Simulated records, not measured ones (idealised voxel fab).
process module | voxel released beams
For reference, the cross-section in this document is cut, with width 220 nm and square cells of 5 nm.
This document writes a cross-section as a grid whose cells are square, and gives it as bands, listed from the top down; one or more rows of cells form a band. First you get the band's top height and its bottom height, in nm, and then the materials it's made of, left to right, with each width in nm. If you see a single material with "all across", that one covers the band edge to edge. "air" is empty space. Basically, 0 is our baseline, since under it the wafer straight out of the box is all one material. The bottom band has no lower end and keeps on going down, so it looks like "top 0, no bottom". Read "30 to 40" as a graded width: first number on top, second number at the bottom, same change between each pair of neighbouring rows. Basically "everything unchanged" means that step didn't change any cell in the cross-section. In the "Closed void list" entry, you get each enclosed empty space of 8 cells or more, one with no open way to the top, written width x height at distance, distance from the left edge, in nm. The remark found on a step's line after its settings is issued by the simulator itself and pertains to that step. overlay nm, on a step with a mask: how far to the right of its planned place the mask lay; to the left if negative.

The process steps that were planned are listed below
1: RECEIVE [material Si]
2: CONFORMAL_DEP [material SiN] [thk nm 5]
3: DIRECTIONAL_DEP [material SiO2] [thk nm 20]
4: PATTERN [tone open] [mask id ANCHOR] [material resist] [width nm 45] [thk nm 20] [overlay nm 0]
5: DIRECTIONAL_ETCH [etch materials SiO2] [depth nm 20]
6: STRIP [etch materials resist]
7: CONFORMAL_DEP [material W] [thk nm 15]
8: PATTERN [tone cover] [mask id BEAM] [material resist] [width nm 95] [thk nm 20] [overlay nm 0]
9: DIRECTIONAL_ETCH [etch materials W] [depth nm 15]
10: STRIP [etch materials resist]
11: STRIP [etch materials SiO2]

Wafer, first of two, run as planned

Wafer at receipt (post step 1), cross-section
- top 0, no bottom = Si all across
- Closed void list: none

Upon completion of step 2, the wafer appears in cross-section as shown
- top 5, bottom 0 = SiN all across
- Below a height of 0, the structure has not been altered.

Upon completion of step 3, the wafer appears in cross-section as shown
- top 25, bottom 5 = SiO2 all across
- Below a height of 5, the structure has not been altered.

Upon completion of step 4, the wafer appears in cross-section as shown
- top 45, bottom 25 = 65 of resist; 45 of air; 110 of resist
- Below a height of 25, the structure has not been altered.

Upon completion of step 5, the wafer appears in cross-section as shown
- top 45, bottom 25 = 65 of resist; 45 of air; 110 of resist
- top 25, bottom 5 = 65 of SiO2; 45 of air; 110 of SiO2
- Below a height of 5, the structure has not been altered.

Upon completion of step 6, the wafer appears in cross-section as shown
- top 25, bottom 5 = 65 of SiO2; 45 of air; 110 of SiO2
- Below a height of 5, the structure has not been altered.

Upon completion of step 7, the wafer appears in cross-section as shown
- top 40, bottom 25 = 80 of W; 15 of air; 125 of W
- top 25, bottom 20 = 65 of SiO2; 15 of W; 15 of air; 15 of W; 110 of SiO2
- top 20, bottom 5 = 65 of SiO2; 45 of W; 110 of SiO2
- Below a height of 5, the structure has not been altered.

Upon completion of step 8, the wafer appears in cross-section as shown
- top 60, bottom 40 = 60 of air; 95 of resist; 65 of air
- top 40, bottom 25 = 80 of W; 15 of resist; 125 of W
- top 25, bottom 20 = 65 of SiO2; 15 of W; 15 of resist; 15 of W; 110 of SiO2
- Below a height of 20, the structure has not been altered.

Upon completion of step 9, the wafer appears in cross-section as shown
- top 60, bottom 40 = 60 of air; 95 of resist; 65 of air
- top 40, bottom 25 = 60 of air; 20 of W; 15 of resist; 60 of W; 65 of air
- Below a height of 25, the structure has not been altered.

Upon completion of step 10, the wafer appears in cross-section as shown
- top 40, bottom 25 = 60 of air; 20 of W; 15 of air; 60 of W; 65 of air
- top 25, bottom 20 = 65 of SiO2; 15 of W; 15 of air; 15 of W; 110 of SiO2
- Below a height of 20, the structure has not been altered.

Upon completion of step 11, the wafer appears in cross-section as shown
- top 40, bottom 25 = 60 of air; 20 of W; 15 of air; 60 of W; 65 of air
- top 25, bottom 20 = 65 of air; 15 of W; 15 of air; 15 of W; 110 of air
- top 20, bottom 5 = 65 of air; 45 of W; 110 of air
- Below a height of 5, the structure has not been altered.

Second wafer, same starting state and plan as the first, one mistake in the run, identical through step 3

The second wafer in cross-section, at the planned close of step 4
- top 45, bottom 25 = 65 of air; 45 of resist; 110 of air
- Below a height of 25, the structure has not been altered.

The second wafer in cross-section, at the planned close of step 5
- top 45, bottom 25 = 65 of air; 45 of resist; 110 of air
- top 25, bottom 5 = 65 of air; 45 of SiO2; 110 of air
- Below a height of 5, the structure has not been altered.

The second wafer in cross-section, at the planned close of step 6
- top 25, bottom 5 = 65 of air; 45 of SiO2; 110 of air
- Below a height of 5, the structure has not been altered.

The second wafer in cross-section, at the planned close of step 7
- top 40, bottom 25 = 50 of air; 75 of W; 95 of air
- top 25, bottom 20 = 50 of air; 15 of W; 45 of SiO2; 15 of W; 95 of air
- top 20, bottom 5 = 65 of W; 45 of SiO2; 110 of W
- Below a height of 5, the structure has not been altered.

The second wafer in cross-section, at the planned close of step 8
- top 60, bottom 40 = 60 of air; 95 of resist; 65 of air
- top 40, bottom 25 = 50 of air; 75 of W; 30 of resist; 65 of air
- top 25, bottom 20 = 50 of air; 15 of W; 45 of SiO2; 15 of W; 30 of resist; 65 of air
- Below a height of 20, the structure has not been altered.

The second wafer in cross-section, at the planned close of step 9
- top 60, bottom 40 = 60 of air; 95 of resist; 65 of air
- top 40, bottom 25 = 60 of air; 65 of W; 30 of resist; 65 of air
- top 25, bottom 20 = 50 of air; 15 of W; 45 of SiO2; 15 of W; 30 of resist; 65 of air
- top 20, bottom 5 = 50 of air; 15 of W; 45 of SiO2; 45 of W; 65 of air
- Below a height of 5, the structure has not been altered.

The second wafer in cross-section, at the planned close of step 10
- top 40, bottom 25 = 60 of air; 65 of W; 95 of air
- top 25, bottom 20 = 50 of air; 15 of W; 45 of SiO2; 15 of W; 95 of air
- Below a height of 20, the structure has not been altered.

The second wafer in cross-section, at the planned close of step 11: everything unchanged
In executing the process, a mistake was made relative to the plan: rather than as planned, step 4 actually ran as PATTERN [tone cover] [mask id ANCHOR] [material resist] [width nm 45] [thk nm 20] [overlay nm 0]
Cell-count delta at end, second wafer over first, by material: +36 SiO2
